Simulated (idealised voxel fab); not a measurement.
The process module that follows is named voxel double patterning.
Cross-sectional view cut (width: 200 nm; square cell size: 5 nm).
Square cells in a grid make up a cross-section in this document, and the grid is given as bands, listed from the top down, each one or more rows of cells. Heights first: top, then bottom, in nm. Then materials, left to right, each with a width in nm. "all across" on a single material: fills the band edge to edge. "blank": empty space. The level at which height equals 0 is the one under which the wafer, as it arrives, is entirely one material. No lower edge exists for the bottom band, which continues downward and is notated as in "0..down". Think of "30..40" as a width that walks from the first number to the second as you go down the band, top row to bottom row, taking equal-sized steps from row to row. You'll sometimes find "nothing changed" written for a step, and that's the way of saying that nowhere in the cross-section did a cell change during that step. Entry "Closed voids list". Content: empty spaces with no open connection to the top, size 8 cells or greater. Each: width x height at distance. Distance: from left edge. Unit: nm. Read whatever lies past the settings on a step's line as the simulator's own remark about the step. "overlay nm", when on a step's line for a step with a mask, measures how far to the right of its planned place the mask lay; a negative measure means to the left.
## Listed below are the process steps as planned
1 RECEIVE | material Si
2 CONFORMAL_DEP | material SiO2 | thk nm 10
3 DIRECTIONAL_DEP | material TiN | thk nm 20
4 DIRECTIONAL_DEP | material SiN | thk nm 5
5 MASKED_ETCH | tone open | mask id FIRST | width nm 15 | pitch nm 50 | etch materials SiN | depth nm 5 | overlay nm 0
6 DIRECTIONAL_DEP | material aC | thk nm 15
7 PATTERN | tone open | mask id SECOND | material resist | width nm 15 | thk nm 35 | overlay nm 0
8 DIRECTIONAL_ETCH | etch materials aC | depth nm 15
9 STRIP | etch materials resist
10 DIRECTIONAL_ETCH | etch materials SiN | depth nm 5
11 STRIP | etch materials aC
12 DIRECTIONAL_ETCH | etch materials TiN | depth nm 20
13 STRIP | etch materials SiN
## Wafer as received: cross-section following step 1
  0..down = Si all across
  Closed voids list: none
## Look at the cross-section after the module: the wafer started out the way shown above and the plan was the one shown above, yet one mistake was made along the way
  50..30 = 65 TiN / 15 blank / 10 TiN / 15 blank / 10 TiN / 15 blank / 70 TiN
  30..10 = TiN all across
  10..0 = SiO2 all across
  0..down = Si all across
  Closed voids list: none
What was the processing mistake? it should be noted that step 3 of the plan was executed twice
